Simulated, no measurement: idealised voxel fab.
Presented below is a process module, voxel ribs on slabs.
Xsec cut, 295 nm wide, square cell size 5 nm.
How to read a cross-section here: the picture is a grid of square cells, written as bands going from the top down, and any band can span one or more rows of cells. This entry defines a band. It first specifies the height of the band's top and the height of its bottom in nm, and then specifies the band's materials from left to right, stating each material with its width in nm. The word "full width" identifies a single material that fills the band from edge to edge, while the word "empty" identifies empty space. Height datum 0, below which the as-received substrate wafer is one material. Lowest band open at the bottom, running downward: "0..down". Width spec "30 to 40" -> top row of cells at first value, bottom row at second value, equal per-row change in between. The designation "identical to before", where it is given for a processing step, indicates that no cell of the cross-section was altered in the course of that step. "Voids, fully enclosed": empty spaces of 8 cells or more with no open way to the top, each given as width x height at distance, distance from the left edge, all in nm. Formally, on a step line, whatever follows the settings is a remark that the simulator itself makes on the step. overlay nm: on a step with a mask, how far right of its planned place the mask lay; negative means left.

THE STEPS PLANNED FOR THE PROCESS ARE AS FOLLOWS
1. RECEIVE, material Si
2. DIRECTIONAL_DEP, material SiO2, thk nm 20
3. DIRECTIONAL_DEP, material SiN, thk nm 15
4. MASKED_ETCH, tone cover, mask id RIB, width nm 20, etch materials SiN, depth nm 5, overlay nm 0
5. DIRECTIONAL_DEP, material aC, thk nm 15
6. PATTERN, tone cover, mask id SLAB, material resist, width nm 50, thk nm 30, overlay nm 0
7. DIRECTIONAL_ETCH, etch materials aC, depth nm 15
8. STRIP, etch materials resist
9. DIRECTIONAL_ETCH, etch materials SiN, depth nm 10
10. STRIP, etch materials aC
11. FILL_DEP, material SiO2, thk nm 20
12. CMP, height nm 45
13. DIRECTIONAL_DEP, material TiN, thk nm 5
14. PATTERN, tone cover, mask id HEATER, material resist, width nm 30, thk nm 15, overlay nm 0
15. DIRECTIONAL_ETCH, etch materials TiN, depth nm 5
16. STRIP, etch materials resist
17. CONFORMAL_DEP, material SiO2, thk nm 10

RUN AS PLANNED: FIRST OF TWO WAFERS

AS-RECEIVED WAFER CROSS-SECTION (AFTER STEP 1)
0..down: Si full width
Voids, fully enclosed: none

HOW THE WAFER STANDS IN SECTION AFTER STEP 2
20..0: SiO2 full width
Under the height 0 nothing was changed.

HOW THE WAFER STANDS IN SECTION AFTER STEP 3
35..20: SiN full width
Under the height 20 nothing was changed.

HOW THE WAFER STANDS IN SECTION AFTER STEP 4
35..30: empty=135 / SiN=20 / empty=140
Under the height 30 nothing was changed.

HOW THE WAFER STANDS IN SECTION AFTER STEP 5
50..45: empty=135 / aC=20 / empty=140
45..35: aC full width
35..30: aC=135 / SiN=20 / aC=140
Under the height 30 nothing was changed.

HOW THE WAFER STANDS IN SECTION AFTER STEP 6
80..50: empty=120 / resist=50 / empty=125
50..45: empty=120 / resist=15 / aC=20 / resist=15 / empty=125
Under the height 45 nothing was changed.

HOW THE WAFER STANDS IN SECTION AFTER STEP 7
65..50: empty=120 / resist=50 / empty=125
50..45: empty=120 / resist=15 / aC=20 / resist=15 / empty=125
45..35: empty=120 / aC=50 / empty=125
35..30: empty=120 / aC=15 / SiN=20 / aC=15 / empty=125
Under the height 30 nothing was changed.

HOW THE WAFER STANDS IN SECTION AFTER STEP 8
50..45: empty=135 / aC=20 / empty=140
Under the height 45 nothing was changed.

HOW THE WAFER STANDS IN SECTION AFTER STEP 9
50..45: empty=135 / aC=20 / empty=140
45..35: empty=120 / aC=50 / empty=125
35..30: empty=120 / aC=15 / SiN=20 / aC=15 / empty=125
30..20: empty=120 / SiN=50 / empty=125
Under the height 20 nothing was changed.

HOW THE WAFER STANDS IN SECTION AFTER STEP 10
35..30: empty=135 / SiN=20 / empty=140
Under the height 30 nothing was changed.

HOW THE WAFER STANDS IN SECTION AFTER STEP 11
55..35: SiO2 full width
35..30: SiO2=135 / SiN=20 / SiO2=140
30..20: SiO2=120 / SiN=50 / SiO2=125
Under the height 20 nothing was changed.

HOW THE WAFER STANDS IN SECTION AFTER STEP 12
45..35: SiO2 full width
Under the height 35 nothing was changed.

HOW THE WAFER STANDS IN SECTION AFTER STEP 13
50..45: TiN full width
Under the height 45 nothing was changed.

HOW THE WAFER STANDS IN SECTION AFTER STEP 14
65..50: empty=130 / resist=30 / empty=135
Under the height 50 nothing was changed.

HOW THE WAFER STANDS IN SECTION AFTER STEP 15
65..50: empty=130 / resist=30 / empty=135
50..45: empty=130 / TiN=30 / empty=135
Under the height 45 nothing was changed.

HOW THE WAFER STANDS IN SECTION AFTER STEP 16
50..45: empty=130 / TiN=30 / empty=135
Under the height 45 nothing was changed.

HOW THE WAFER STANDS IN SECTION AFTER STEP 17
60..55: empty=120 / SiO2=50 / empty=125
55..50: SiO2 full width
50..45: SiO2=130 / TiN=30 / SiO2=135
Under the height 45 nothing was changed.

THE SECOND WAFER WAS PREPARED FROM THE SAME STARTING POINT AND UNDER THE SAME PLAN AS THE FIRST; ITS PROCESSING CONTAINED ONE MISTAKE, AND IT REMAINS INDISTINGUISHABLE FROM THE FIRST WAFER UP TO AND INCLUDING STEP 2

SECOND WAFER CROSS-SECTION, TAKEN AS OF THE TIME THE PLAN SETS FOR STEP 3 TO BE DONE
35..0: SiO2 full width
Under the height 0 nothing was changed.

Second wafer cross-section, taken as of the time the plan sets for step 4 to be done: identical to before

SECOND WAFER CROSS-SECTION, TAKEN AS OF THE TIME THE PLAN SETS FOR STEP 5 TO BE DONE
50..35: aC full width
Under the height 35 nothing was changed.

SECOND WAFER CROSS-SECTION, TAKEN AS OF THE TIME THE PLAN SETS FOR STEP 6 TO BE DONE
80..50: empty=120 / resist=50 / empty=125
Under the height 50 nothing was changed.

SECOND WAFER CROSS-SECTION, TAKEN AS OF THE TIME THE PLAN SETS FOR STEP 7 TO BE DONE
65..50: empty=120 / resist=50 / empty=125
50..35: empty=120 / aC=50 / empty=125
Under the height 35 nothing was changed.

SECOND WAFER CROSS-SECTION, TAKEN AS OF THE TIME THE PLAN SETS FOR STEP 8 TO BE DONE
50..35: empty=120 / aC=50 / empty=125
Under the height 35 nothing was changed.

Second wafer cross-section, taken as of the time the plan sets for step 9 to be done: identical to before

SECOND WAFER CROSS-SECTION, TAKEN AS OF THE TIME THE PLAN SETS FOR STEP 10 TO BE DONE
35..0: SiO2 full width
Under the height 0 nothing was changed.

SECOND WAFER CROSS-SECTION, TAKEN AS OF THE TIME THE PLAN SETS FOR STEP 11 TO BE DONE
55..0: SiO2 full width
Under the height 0 nothing was changed.

SECOND WAFER CROSS-SECTION, TAKEN AS OF THE TIME THE PLAN SETS FOR STEP 12 TO BE DONE
45..0: SiO2 full width
Under the height 0 nothing was changed.

SECOND WAFER CROSS-SECTION, TAKEN AS OF THE TIME THE PLAN SETS FOR STEP 13 TO BE DONE
50..45: TiN full width
Under the height 45 nothing was changed.

SECOND WAFER CROSS-SECTION, TAKEN AS OF THE TIME THE PLAN SETS FOR STEP 14 TO BE DONE
65..50: empty=130 / resist=30 / empty=135
Under the height 50 nothing was changed.

SECOND WAFER CROSS-SECTION, TAKEN AS OF THE TIME THE PLAN SETS FOR STEP 15 TO BE DONE
65..50: empty=130 / resist=30 / empty=135
50..45: empty=130 / TiN=30 / empty=135
Under the height 45 nothing was changed.

SECOND WAFER CROSS-SECTION, TAKEN AS OF THE TIME THE PLAN SETS FOR STEP 16 TO BE DONE
50..45: empty=130 / TiN=30 / empty=135
Under the height 45 nothing was changed.

SECOND WAFER CROSS-SECTION, TAKEN AS OF THE TIME THE PLAN SETS FOR STEP 17 TO BE DONE
60..55: empty=120 / SiO2=50 / empty=125
55..50: SiO2 full width
50..45: SiO2=130 / TiN=30 / SiO2=135
Under the height 45 nothing was changed.
Against the plan, the run slipped here: step 3 ran as: DIRECTIONAL_DEP, material SiO2, thk nm 15
The closing comparison, in cells, has the second wafer with more or fewer of some materials than the first: SiN -24 | SiO2 +24
